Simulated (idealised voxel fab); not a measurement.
A process module follows: voxel transistor to metal.
The figure presents cross-section cut, which has a width of 215 nm and is divided into square cells with an edge length of 5 nm.
Each cross-section below is a grid of square cells, stated as bands in top-down order, with one or more rows of cells making up each band. Basically the band line says how high the top is and how high the bottom is, in nm, and then what's in it from left to right, every material with its width in nm. Empty space shows up as "blank", and if a single material carries "edge to edge" it runs the full band edge to edge. Heights are reckoned from 0. Under this level, the received wafer is all of one material. The bottommost band is open-ended downward, for example "0..down". Graded width ("30->40"): value in top row of band = first number; value in bottom row = second number; row-to-row change constant. A step reported as "left unchanged" is a step in which no cell of the cross-section changed. Empty spaces counting at least 8 cells and having no open way to the top are listed in "Closed void roster". The notation width x height at distance is used for each, the distance being from the left edge and all three values in nm. Whatever follows a step's settings on its line is a remark the simulator itself makes about that step. What "overlay nm" on a step's line means: if the step has a mask, that mask lay this far to the right of its planned place, or, when the value is negative, to the left.
THE PLANNED PROCESS STEPS ARE ENUMERATED HEREUNDER
1,RECEIVE,material Si
2,OXIDIZE,depth nm 5
3,CONFORMAL_DEP,material SiN,thk nm 10
4,DIRECTIONAL_DEP,material aC,thk nm 10
5,PATTERN,tone cover,mask id ACTIVE,material resist,width nm 110,thk nm 25,overlay nm 0
6,DIRECTIONAL_ETCH,etch materials aC,depth nm 10
7,STRIP,etch materials resist
8,DIRECTIONAL_ETCH,etch materials SiN,depth nm 10
9,DIRECTIONAL_ETCH,etch materials SiO2,depth nm 5
10,DIRECTIONAL_ETCH,etch materials Si,depth nm 35
11,STRIP,etch materials aC
12,OXIDIZE,depth nm 5
13,FILL_DEP,material SiO2,thk nm 10
14,CMP,height nm 10
15,SELECTIVE_ETCH,etch materials SiO2,depth nm 10
16,STRIP,etch materials SiN
17,SELECTIVE_ETCH,etch materials SiO2,depth nm 5
18,OXIDIZE,depth nm 5
19,DIRECTIONAL_DEP,material polySi,thk nm 25
20,DIRECTIONAL_DEP,material SiCN,thk nm 10
21,MASKED_ETCH,tone cover,mask id GATE,width nm 30,etch materials SiCN,depth nm 20,overlay nm 0
22,MASKED_ETCH,tone cover,mask id GATE,width nm 30,etch materials polySi,depth nm 35,overlay nm 0
23,CONFORMAL_DEP,material SiO2,thk nm 5
24,DIRECTIONAL_ETCH,etch materials SiO2,depth nm 5
25,CONFORMAL_DEP,material SiN,thk nm 5
26,DIRECTIONAL_ETCH,etch materials SiN,depth nm 5
27,DIRECTIONAL_ETCH,etch materials SiO2,depth nm 5
28,DIRECTIONAL_ETCH,etch materials Si,depth nm 15
29,EPI,material SiGe,thk nm 20
30,FILL_DEP,material SiO2,thk nm 5
31,CMP,height nm 20
32,STRIP,etch materials polySi
33,SELECTIVE_ETCH,etch materials SiO2,depth nm 5
34,CONFORMAL_DEP,material HfO2,thk nm 5
35,CONFORMAL_DEP,material TiN,thk nm 5
36,FILL_DEP,material W,thk nm 10
37,CMP,height nm 15
38,DIRECTIONAL_DEP,material SiO2,thk nm 10
39,PATTERN,tone open,mask id CONTACT,material resist,width nm 15,pitch nm 75,thk nm 15,overlay nm 0
40,DIRECTIONAL_ETCH,etch materials SiO2,depth nm 15
41,STRIP,etch materials resist
42,CONFORMAL_DEP,material TiN,thk nm 5
43,FILL_DEP,material W,thk nm 10
44,CMP,height nm 25
45,CONFORMAL_DEP,material SiCN,thk nm 5
46,DIRECTIONAL_DEP,material lowk,thk nm 25
47,MASKED_ETCH,tone open,mask id METAL_1,width nm 15,pitch nm 75,etch materials lowk,depth nm 25,overlay nm 0
48,MASKED_ETCH,tone open,mask id METAL_1,width nm 15,pitch nm 75,etch materials SiCN,depth nm 5,overlay nm 0
49,CONFORMAL_DEP,material TiN,thk nm 5
50,FILL_DEP,material W,thk nm 10
51,CMP,height nm 55
52,CONFORMAL_DEP,material SiCN,thk nm 5
The plan shows the width nm of step 47 as the first wafer had it; this setting differs between the wafers, which start out alike.
RECEIVED WAFERS, FIRST OF SEVERAL: CROSS-SECTION AFTER STEP 1
- 0..down = Si edge to edge
- Closed void roster: none
THE TABLE BELOW HAS ONE ROW FOR EACH WAFER; A ROW SHOWS, AS OF THE END OF THE MODULE, HOW MANY CELLS OF EACH MATERIAL THE WAFER HAS GAINED, MARKED (+), OR LOST, MARKED (-), SINCE IT WAS RECEIVED, AND THEN THE WAFER'S CLOSED VOIDS
width nm 15, +16 HfO2, -277 Si, +80 SiCN, +66 SiGe, +8 SiN, +360 SiO2, +52 TiN, +26 W, +185 lowk, Closed void roster: none
width nm 20, +16 HfO2, -277 Si, +80 SiCN, +66 SiGe, +8 SiN, +360 SiO2, +54 TiN, +34 W, +175 lowk, Closed void roster: none
width nm 25, +16 HfO2, -277 Si, +80 SiCN, +66 SiGe, +8 SiN, +360 SiO2, +56 TiN, +42 W, +165 lowk, Closed void roster: none
width nm 30, +16 HfO2, -277 Si, +80 SiCN, +66 SiGe, +8 SiN, +360 SiO2, +58 TiN, +50 W, +155 lowk, Closed void roster: none
